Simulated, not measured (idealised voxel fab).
Module name: voxel wiring stack (process module)
In the cross-section labelled cut, the width is 155 nm and each square cell is 5 nm.
Throughout this document, each cross-section is represented as a grid of square cells and is presented as a sequence of bands enumerated from the top downward, where a band comprises one or more rows of cells.
First you get the band's top height and its bottom height, in nm, and then the materials it's made of, left to right, with each width in nm. If you see a single material with "edge to edge", that one covers the band edge to edge. "empty" is empty space.
The level at which height equals 0 is the one under which the wafer, as it arrives, is entirely one material. No lower edge exists for the bottom band, which continues downward and is notated as in "from 0 down".
A width such as "30->40" changes by the same amount from each row of cells to the next, from the band's top row to its bottom row.
Where a step carries "stayed the same", the cross-section came out of it unchanged, cell for cell.
"Closed voids list" lists enclosed empty spaces (at least 8 cells, no open path upward to the top), each as width x height at distance from the left edge, in nm.
It should be noted that, on the line of a given step, the content following the step's settings is a remark produced by the simulator itself with respect to that step.
Each step line may optionally specify "overlay nm", which for a step with a mask gives the rightward distance between the mask's planned place and where it lay, a negative value indicating the leftward direction.

### plan
| 1 | RECEIVE (material Si) |
| 2 | CONFORMAL_DEP (material SiO2; thk nm 15) |
| 3 | DIRECTIONAL_DEP (material TiN; thk nm 5) |
| 4 | DIRECTIONAL_DEP (material Ru; thk nm 20) |
| 5 | PATTERN (tone cover; mask id METAL_1; material resist; width nm 20; pitch nm 35; thk nm 15; overlay nm 0) |
| 6 | DIRECTIONAL_ETCH (etch materials Ru; depth nm 20) |
| 7 | DIRECTIONAL_ETCH (etch materials TiN; depth nm 5) |
| 8 | STRIP (etch materials resist) |
| 9 | CONFORMAL_DEP (material SiN; thk nm 5) |
| 10 | FILL_DEP (material SiO2; thk nm 5) |
| 11 | CMP (height nm 40) |
| 12 | CONFORMAL_DEP (material SiCN; thk nm 5) |
| 13 | DIRECTIONAL_DEP (material SiO2; thk nm 10) |
| 14 | PATTERN (tone open; mask id PLUG_1; material resist; width nm 15; pitch nm 70; thk nm 15; overlay nm -15) |
| 15 | DIRECTIONAL_ETCH (etch materials SiO2; depth nm 10) |
| 16 | DIRECTIONAL_ETCH (etch materials SiCN; depth nm 5) |
| 17 | STRIP (etch materials resist) |
| 18 | CONFORMAL_DEP (material TiN; thk nm 5) |
| 19 | FILL_DEP (material Cu; thk nm 5) |
| 20 | CMP (height nm 55) |
| 21 | CONFORMAL_DEP (material SiN; thk nm 5) |
| 22 | DIRECTIONAL_DEP (material lowk; thk nm 25) |
| 23 | DIRECTIONAL_DEP (material aC; thk nm 15) |
| 24 | PATTERN (tone open; mask id METAL_2; material resist; width nm 20; pitch nm 35; thk nm 30; overlay nm 0) |
| 25 | DIRECTIONAL_ETCH (etch materials aC; depth nm 15) |
| 26 | STRIP (etch materials resist) |
| 27 | DIRECTIONAL_ETCH (etch materials lowk; depth nm 25) |
| 28 | DIRECTIONAL_ETCH (etch materials SiN; depth nm 5) |
| 29 | STRIP (etch materials aC) |
| 30 | CONFORMAL_DEP (material TiN; thk nm 5) |
| 31 | FILL_DEP (material Cu; thk nm 10) |
| 32 | CMP (height nm 85) |
| 33 | EPI (material Ru; thk nm 5) |
| 34 | FILL_DEP (material SiCN; thk nm 5) |
| 35 | DIRECTIONAL_DEP (material SiO2; thk nm 20) |
| 36 | PATTERN (tone open; mask id PLUG_2; material resist; width nm 15; pitch nm 35; thk nm 15; overlay nm 0) |
| 37 | DIRECTIONAL_ETCH (etch materials SiO2; depth nm 20) |
| 38 | DIRECTIONAL_ETCH (etch materials SiCN; depth nm 5) |
| 39 | STRIP (etch materials resist) |
| 40 | EPI (material Ru; thk nm 10) |
| 41 | EPI (material Ru; thk nm 10) |
| 42 | EPI (material Ru; thk nm 5) |
| 43 | CONFORMAL_DEP (material SiN; thk nm 5) |
| 44 | DIRECTIONAL_DEP (material lowk; thk nm 15) |
| 45 | MASKED_ETCH (tone open; mask id METAL_3; width nm 20; pitch nm 35; etch materials lowk; depth nm 15; overlay nm 0) |
| 46 | MASKED_ETCH (tone open; mask id METAL_3; width nm 20; pitch nm 35; etch materials SiN; depth nm 5; overlay nm 0) |
| 47 | CONFORMAL_DEP (material TiN; thk nm 5) |
| 48 | FILL_DEP (material Cu; thk nm 5) |
| 49 | CMP (height nm 135) |
| 50 | CONFORMAL_DEP (material SiN; thk nm 5) |
Same starting wafers, different overlay nm at step 14. Plan value belongs to the first wafer.

### first wafer as received, after step 1
> from 0 down = Si edge to edge
> Closed voids list: none

### End-of-module cross-section, first of several wafers, after last step 50
> from 140 to 135 = SiN edge to edge
> from 135 to 120 = 30 of lowk / 5 of TiN / 10 of Cu / 5 of TiN / 15 of lowk / 5 of TiN / 10 of Cu / 5 of TiN / 15 of lowk / 5 of TiN / 10 of Cu / 5 of TiN / 35 of lowk
> from 120 to 115 = 30 of SiN / 20 of TiN / 15 of SiN / 20 of TiN / 15 of SiN / 20 of TiN / 35 of SiN
> from 115 to 95 = 30 of SiO2 / 15 of Ru / 20 of SiO2 / 15 of Ru / 20 of SiO2 / 15 of Ru / 40 of SiO2
> from 95 to 85 = 30->25 of SiCN / 15->30 of Ru / 20->5 of SiCN / 15->30 of Ru / 20->5 of SiCN / 15->30 of Ru / 40->30 of SiCN
> from 85 to 60 = 30 of lowk / 5 of TiN / 10 of Cu / 5 of TiN / 15 of lowk / 5 of TiN / 10 of Cu / 5 of TiN / 15 of lowk / 5 of TiN / 10 of Cu / 5 of TiN / 35 of lowk
> from 60 to 55 = 30 of SiN / 20 of TiN / 15 of SiN / 20 of TiN / 15 of SiN / 20 of TiN / 35 of SiN
> from 55 to 45 = 15 of SiO2 / 5 of TiN / 5 of Cu / 5 of TiN / 55 of SiO2 / 5 of TiN / 5 of Cu / 5 of TiN / 55 of SiO2
> from 45 to 40 = 15 of SiCN / 15 of TiN / 55 of SiCN / 15 of TiN / 55 of SiCN
> from 40 to 20 = 25 of SiO2 / 5 of SiN / 20 of Ru / 5 of SiN / 5 of SiO2 / 5 of SiN / 20 of Ru / 5 of SiN / 5 of SiO2 / 5 of SiN / 20 of Ru / 5 of SiN / 30 of SiO2
> from 20 to 15 = 30 of SiN / 20 of TiN / 15 of SiN / 20 of TiN / 15 of SiN / 20 of TiN / 35 of SiN
> from 15 to 0 = SiO2 edge to edge
> from 0 down = Si edge to edge
> Closed voids list: none

### At the end of the module, the last of several wafers in cross-section
> from 140 to 135 = SiN edge to edge
> from 135 to 120 = 30 of lowk / 5 of TiN / 10 of Cu / 5 of TiN / 15 of lowk / 5 of TiN / 10 of Cu / 5 of TiN / 15 of lowk / 5 of TiN / 10 of Cu / 5 of TiN / 35 of lowk
> from 120 to 115 = 30 of SiN / 20 of TiN / 15 of SiN / 20 of TiN / 15 of SiN / 20 of TiN / 35 of SiN
> from 115 to 95 = 30 of SiO2 / 15 of Ru / 20 of SiO2 / 15 of Ru / 20 of SiO2 / 15 of Ru / 40 of SiO2
> from 95 to 85 = 30->25 of SiCN / 15->30 of Ru / 20->5 of SiCN / 15->30 of Ru / 20->5 of SiCN / 15->30 of Ru / 40->30 of SiCN
> from 85 to 60 = 30 of lowk / 5 of TiN / 10 of Cu / 5 of TiN / 15 of lowk / 5 of TiN / 10 of Cu / 5 of TiN / 15 of lowk / 5 of TiN / 10 of Cu / 5 of TiN / 35 of lowk
> from 60 to 55 = 30 of SiN / 20 of TiN / 15 of SiN / 20 of TiN / 15 of SiN / 20 of TiN / 35 of SiN
> from 55 to 45 = 45 of SiO2 / 5 of TiN / 5 of Cu / 5 of TiN / 55 of SiO2 / 5 of TiN / 5 of Cu / 5 of TiN / 25 of SiO2
> from 45 to 40 = 45 of SiCN / 15 of TiN / 55 of SiCN / 15 of TiN / 25 of SiCN
> from 40 to 20 = 25 of SiO2 / 5 of SiN / 20 of Ru / 5 of SiN / 5 of SiO2 / 5 of SiN / 20 of Ru / 5 of SiN / 5 of SiO2 / 5 of SiN / 20 of Ru / 5 of SiN / 30 of SiO2
> from 20 to 15 = 30 of SiN / 20 of TiN / 15 of SiN / 20 of TiN / 15 of SiN / 20 of TiN / 35 of SiN
> from 15 to 0 = SiO2 edge to edge
> from 0 down = Si edge to edge
> Closed voids list: none

### So in this table every wafer gets its own row, and what you see is where it stands at the end of the module: for each material, how many cells it picked up (+) or gave up (-) since we received it, and after that its closed voids
overlay nm -15 | +52 Cu | +111 Ru | +60 SiCN | +112 SiN | +283 SiO2 | +98 TiN | +152 lowk | Closed voids list: none
overlay nm -10 | +52 Cu | +111 Ru | +60 SiCN | +112 SiN | +283 SiO2 | +98 TiN | +152 lowk | Closed voids list: none
overlay nm -5 | +52 Cu | +111 Ru | +60 SiCN | +112 SiN | +283 SiO2 | +98 TiN | +152 lowk | Closed voids list: none
overlay nm 0 | +52 Cu | +111 Ru | +60 SiCN | +112 SiN | +283 SiO2 | +98 TiN | +152 lowk | Closed voids list: none
overlay nm 5 | +52 Cu | +111 Ru | +60 SiCN | +112 SiN | +283 SiO2 | +98 TiN | +152 lowk | Closed voids list: none
overlay nm 10 | +52 Cu | +111 Ru | +60 SiCN | +112 SiN | +283 SiO2 | +98 TiN | +152 lowk | Closed voids list: none
overlay nm 15 | +52 Cu | +111 Ru | +60 SiCN | +112 SiN | +283 SiO2 | +98 TiN | +152 lowk | Closed voids list: none
